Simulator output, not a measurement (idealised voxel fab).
The following process module bears the name voxel lift off.
Displayed cross-section: cut, width of 295 nm, square cells sized 5 nm.
A cross-section in this document is a grid of square cells, and it is written down as bands, the top band listed before the ones below it; a band is made up of one or more rows of cells.
Within each band entry, the heights of the top and of the bottom of the band appear first, in that order and in nm; the materials of the band then follow from left to right, each with its corresponding width in nm. The designation "everywhere" on a single material indicates that it fills the band from edge to edge; the designation "blank" indicates empty space.
Heights are expressed relative to 0, this being the level below which the as-received wafer comprises one material exclusively. The lowest band is unbounded in the downward direction and is denoted as in "z 0 and below".
A width given as "30->40" starts at the first number in the band's top row and ends at the second number in its bottom row, shifting by an equal amount at every step from row to row.
Key: "nothing different" - step with no changed cell in the cross-section.
In the "Closed void entries" entry, you get each enclosed empty space of 8 cells or more, one with no open way to the top, written width x height at distance, distance from the left edge, in nm.
Note: text after step settings on the step line = simulator remark on that step.
The optional step-line setting "overlay nm" applies to steps with a mask and quantifies how far to the right of its planned location the mask lay, a negative value indicating leftward placement.
[List of planned process steps]
- 1: RECEIVE, material Si
- 2: CONFORMAL_DEP, material Al2O3, thk nm 15
- 3: PATTERN, tone open, mask id LINES, material resist, width nm 30, pitch nm 55, thk nm 15, overlay nm 0
- 4: DIRECTIONAL_DEP, material Ru, thk nm 5
- 5: STRIP, etch materials resist
- 6: CONFORMAL_DEP, material SiO2, thk nm 10
[First of the two wafers, run per plan]
[Shown in cross-section is the wafer as received, that is, as it stands after step 1]
  z 0 and below = Si everywhere
  Closed void entries: none
[After step 2, in cross-section]
  z 15 to 0 = Al2O3 everywhere
  Below 0 it's all the same as before, nothing changed down there.
[After step 3, in cross-section]
  z 30 to 15 = resist: 75; blank: 30; resist: 25; blank: 30; resist: 25; blank: 30; resist: 80
  Below 15 it's all the same as before, nothing changed down there.
[After step 4, in cross-section]
  z 35 to 30 = Ru: 75; blank: 30; Ru: 25; blank: 30; Ru: 25; blank: 30; Ru: 80
  z 30 to 20 = resist: 75; blank: 30; resist: 25; blank: 30; resist: 25; blank: 30; resist: 80
  z 20 to 15 = resist: 75; Ru: 30; resist: 25; Ru: 30; resist: 25; Ru: 30; resist: 80
  Below 15 it's all the same as before, nothing changed down there.
[After step 5, in cross-section]
  z 20 to 15 = blank: 75; Ru: 30; blank: 25; Ru: 30; blank: 25; Ru: 30; blank: 80
  Below 15 it's all the same as before, nothing changed down there.
[After step 6, in cross-section]
  z 30 to 25 = blank: 65; SiO2: 50; blank: 5; SiO2: 50; blank: 5; SiO2: 50; blank: 70
  z 25 to 20 = SiO2 everywhere
  z 20 to 15 = SiO2: 75; Ru: 30; SiO2: 25; Ru: 30; SiO2: 25; Ru: 30; SiO2: 80
  Below 15 it's all the same as before, nothing changed down there.
[Wafer two. Identical start, identical plan. One mistake in execution. Identical history through step 1]
Cross-sectional view of the second wafer at the intended end time of process step 2: nothing different
[Cross-sectional view of the second wafer at the intended end time of process step 3]
  z 15 to 0 = resist: 75; blank: 30; resist: 25; blank: 30; resist: 25; blank: 30; resist: 80
  Below 0 it's all the same as before, nothing changed down there.
[Cross-sectional view of the second wafer at the intended end time of process step 4]
  z 20 to 15 = Ru: 75; blank: 30; Ru: 25; blank: 30; Ru: 25; blank: 30; Ru: 80
  z 15 to 5 = resist: 75; blank: 30; resist: 25; blank: 30; resist: 25; blank: 30; resist: 80
  z 5 to 0 = resist: 75; Ru: 30; resist: 25; Ru: 30; resist: 25; Ru: 30; resist: 80
  Below 0 it's all the same as before, nothing changed down there.
[Cross-sectional view of the second wafer at the intended end time of process step 5]
  z 5 to 0 = blank: 75; Ru: 30; blank: 25; Ru: 30; blank: 25; Ru: 30; blank: 80
  Below 0 it's all the same as before, nothing changed down there.
[Cross-sectional view of the second wafer at the intended end time of process step 6]
  z 15 to 10 = blank: 65; SiO2: 50; blank: 5; SiO2: 50; blank: 5; SiO2: 50; blank: 70
  z 10 to 5 = SiO2 everywhere
  z 5 to 0 = SiO2: 75; Ru: 30; SiO2: 25; Ru: 30; SiO2: 25; Ru: 30; SiO2: 80
  Below 0 it's all the same as before, nothing changed down there.
Error vs. plan: step 2 of the plan never got run, it was skipped over
In the final state, the cell counts of the second wafer exceed or fall short of those of the first for the following materials: Al2O3 -177
